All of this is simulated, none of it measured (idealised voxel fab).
The following is a process module called voxel gate over fins.
Section cut is 180 nm wide and gridded with 5 nm square cells.
Think of the cross-section as a grid of square cells. We describe it in bands, top to bottom, and each band covers one or more rows of those cells. What a band's entry tells you: where the top is and where the bottom is, as heights in nm, and after that what lies inside, material by material from left to right, each with its width in nm. Empty space is written as the word "air", and a single material marked with the word "full width" occupies the band from edge to edge. Height is counted from the level 0, under which the received wafer is composed throughout of one material. The lowest of the bands is not closed at the bottom but continues downward, in the notation "0 nm and below". Think of "30 to 40" as a width that walks from the first number to the second as you go down the band, top row to bottom row, taking equal-sized steps from row to row. Where the words "changes: none" appear for a step, the cross-section shows no cell changed by that step; every cell remained as before. "Closed void table": sealed empty spaces, 8 cells or more, no open way to top, listed width x height at distance, with distance from the left edge and width, height and distance in nm. Formally, on a step line, whatever follows the settings is a remark that the simulator itself makes on the step. overlay nm, on a step with a mask: how far to the right of its planned place the mask lay; to the left if negative.
This section lists the process steps that were planned:
1) RECEIVE (material Si)
2) CONFORMAL_DEP (material SiN; thk nm 5)
3) PATTERN (tone cover; mask id FINS; material resist; width nm 15; pitch nm 35; thk nm 15; overlay nm 0)
4) DIRECTIONAL_ETCH (etch materials SiN; depth nm 5)
5) DIRECTIONAL_ETCH (etch materials Si; depth nm 35)
6) STRIP (etch materials resist)
7) FILL_DEP (material SiO2; thk nm 5)
8) CMP (height nm 5)
9) SELECTIVE_ETCH (etch materials SiO2; depth nm 15)
10) STRIP (etch materials SiN)
11) CONFORMAL_DEP (material HfO2; thk nm 5)
12) CONFORMAL_DEP (material TiN; thk nm 5)
13) FILL_DEP (material W; thk nm 10)
14) CMP (height nm 15)
15) CONFORMAL_DEP (material SiN; thk nm 5)
As-received state of the wafer in cross-section, equivalent to post-step 1:
  0 nm and below: Si full width
  Closed void table: none
Sectioned view, first of two wafers, at the close of the module, processed as intended in the plan:
  20 nm to 15 nm: SiN full width
  15 nm to 10 nm: W full width
  10 nm to 5 nm: W: 35 / TiN: 105 / W: 40
  5 nm to 0 nm: W: 35 / TiN: 5 / HfO2: 25 / TiN: 10 / HfO2: 25 / TiN: 10 / HfO2: 25 / TiN: 5 / W: 40
  0 nm to -5 nm: TiN: 40 / HfO2: 5 / Si: 15 / HfO2: 5 / TiN: 10 / HfO2: 5 / Si: 15 / HfO2: 5 / TiN: 10 / HfO2: 5 / Si: 15 / HfO2: 5 / TiN: 45
  -5 nm to -10 nm: HfO2: 45 / Si: 15 / HfO2: 20 / Si: 15 / HfO2: 20 / Si: 15 / HfO2: 50
  -10 nm to -35 nm: SiO2: 45 / Si: 15 / SiO2: 20 / Si: 15 / SiO2: 20 / Si: 15 / SiO2: 50
  -35 nm and below: Si full width
  Closed void table: none
Cross-section of the latter of the two wafers at module completion. It had an identical start and an identical plan to the former; in running it, one mistake was made:
  20 nm to 15 nm: SiN full width
  15 nm to 10 nm: W full width
  10 nm to 5 nm: W: 35 / HfO2: 105 / W: 40
  5 nm to 0 nm: W: 35 / HfO2: 5 / TiN: 25 / HfO2: 10 / TiN: 25 / HfO2: 10 / TiN: 25 / HfO2: 5 / W: 40
  0 nm to -5 nm: HfO2: 40 / TiN: 5 / Si: 15 / TiN: 5 / HfO2: 10 / TiN: 5 / Si: 15 / TiN: 5 / HfO2: 10 / TiN: 5 / Si: 15 / TiN: 5 / HfO2: 45
  -5 nm to -10 nm: TiN: 45 / Si: 15 / TiN: 20 / Si: 15 / TiN: 20 / Si: 15 / TiN: 50
  -10 nm to -35 nm: SiO2: 45 / Si: 15 / SiO2: 20 / Si: 15 / SiO2: 20 / Si: 15 / SiO2: 50
  -35 nm and below: Si full width
  Closed void table: none
Error vs. plan: steps 11 and 12 traded places in the executed sequence
Cell counts per material: same on both final wafers. Positions: different.
